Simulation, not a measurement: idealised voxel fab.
Process module heading - voxel air gaps
The cross-section shown here is cut; it is 300 nm wide and divided into square cells measuring 5 nm on a side.
Notation: cross-section as square-cell grid; stated in bands, top first, going down; one or more cell rows per band.
Top height, bottom height, nm. Materials left to right, width each, nm. Single material + "edge to edge" = fills band edge to edge. "empty" = empty.
Height datum 0, below which the as-received substrate wafer is one material. Lowest band open at the bottom, running downward: "from 0 down".
The notation "30 to 40" denotes a width that varies across the rows of cells in the band, beginning at the first number in the top row, finishing at the second number in the bottom row, and changing by an identical amount from each row to the next.
It should be understood that the words "all unchanged", when stated for a given step, signify that the cross-section underwent no change in any of its cells during that step.
Entry "Closed void inventory". Content: empty spaces with no open connection to the top, size 8 cells or greater. Each: width x height at distance. Distance: from left edge. Unit: nm.
Formally, on a step line, whatever follows the settings is a remark that the simulator itself makes on the step.
overlay nm: for a step with a mask, the amount by which the mask lay right of where it was planned; a negative amount means left of it.
**The following list gives the planned process steps**
1,RECEIVE | material Si
2,CONFORMAL_DEP | material SiO2 | thk nm 15
3,CONFORMAL_DEP | material SiCN | thk nm 5
4,DIRECTIONAL_DEP | material lowk | thk nm 30
5,PATTERN | tone open | mask id LINES | material resist | width nm 25 | pitch nm 55 | thk nm 20 | overlay nm 0
6,DIRECTIONAL_ETCH | etch materials lowk | depth nm 30
7,STRIP | etch materials resist
8,CONFORMAL_DEP | material TiN | thk nm 5
9,FILL_DEP | material W | thk nm 5
10,CMP | height nm 50
11,EPI | material Ru | thk nm 10
12,SELECTIVE_ETCH | etch materials lowk | depth nm 40
13,CONFORMAL_DEP | material SiCN | thk nm 5
**Wafer at receipt (post step 1), cross-section**
    from 0 down: Si edge to edge
    Closed void inventory: none
**The first of the two wafers as seen in cross-section once the module was finished; processing followed the plan**
    from 65 to 60: empty (40), SiCN (220), empty (40)
    from 60 to 50: empty (40), SiCN (5), Ru (45), SiCN (10), Ru (45), SiCN (10), Ru (45), SiCN (10), Ru (45), SiCN (5), empty (40)
    from 50 to 45: empty (40), SiCN (15), TiN (5), W (15), TiN (5), SiCN (30), TiN (5), W (15), TiN (5), SiCN (30), TiN (5), W (15), TiN (5), SiCN (30), TiN (5), W (15), TiN (5), SiCN (15), empty (40)
    from 45 to 25: empty (50), SiCN (5), TiN (5), W (15), TiN (5), SiCN (5), empty (20), SiCN (5), TiN (5), W (15), TiN (5), SiCN (5), empty (20), SiCN (5), TiN (5), W (15), TiN (5), SiCN (5), empty (20), SiCN (5), TiN (5), W (15), TiN (5), SiCN (5), empty (50)
    from 25 to 20: SiCN (55), TiN (25), SiCN (30), TiN (25), SiCN (30), TiN (25), SiCN (30), TiN (25), SiCN (55)
    from 20 to 15: SiCN edge to edge
    from 15 to 0: SiO2 edge to edge
    from 0 down: Si edge to edge
    Closed void inventory: 20 x 20 at 85; 20 x 20 at 140; 20 x 20 at 195
**What the second wafer looks like in cross-section once the module is done. Its start and its plan matched the first wafer's exactly; what differed was one mistake in how it was run**
    from 65 to 60: SiCN edge to edge
    from 60 to 50: Ru edge to edge
    from 50 to 45: TiN (60), W (15), TiN (40), W (15), TiN (40), W (15), TiN (40), W (15), TiN (60)
    from 45 to 25: lowk (55), TiN (5), W (15), TiN (5), lowk (30), TiN (5), W (15), TiN (5), lowk (30), TiN (5), W (15), TiN (5), lowk (30), TiN (5), W (15), TiN (5), lowk (55)
    from 25 to 20: lowk (55), TiN (25), lowk (30), TiN (25), lowk (30), TiN (25), lowk (30), TiN (25), lowk (55)
    from 20 to 15: SiCN edge to edge
    from 15 to 0: SiO2 edge to edge
    from 0 down: Si edge to edge
    Closed void inventory: none
Deviation noted in wafer processing: step 4 ran with different settings than intended, the actual operation and settings being DIRECTIONAL_DEP | material lowk | thk nm 25
End of process, cell counts, second wafer against first, materials with more or fewer: 48 more of Ru; 96 fewer of SiCN; 40 more of TiN; 200 more of lowk
Upon completion, the first wafer exhibits 3 closed voids and the second wafer exhibits 0.
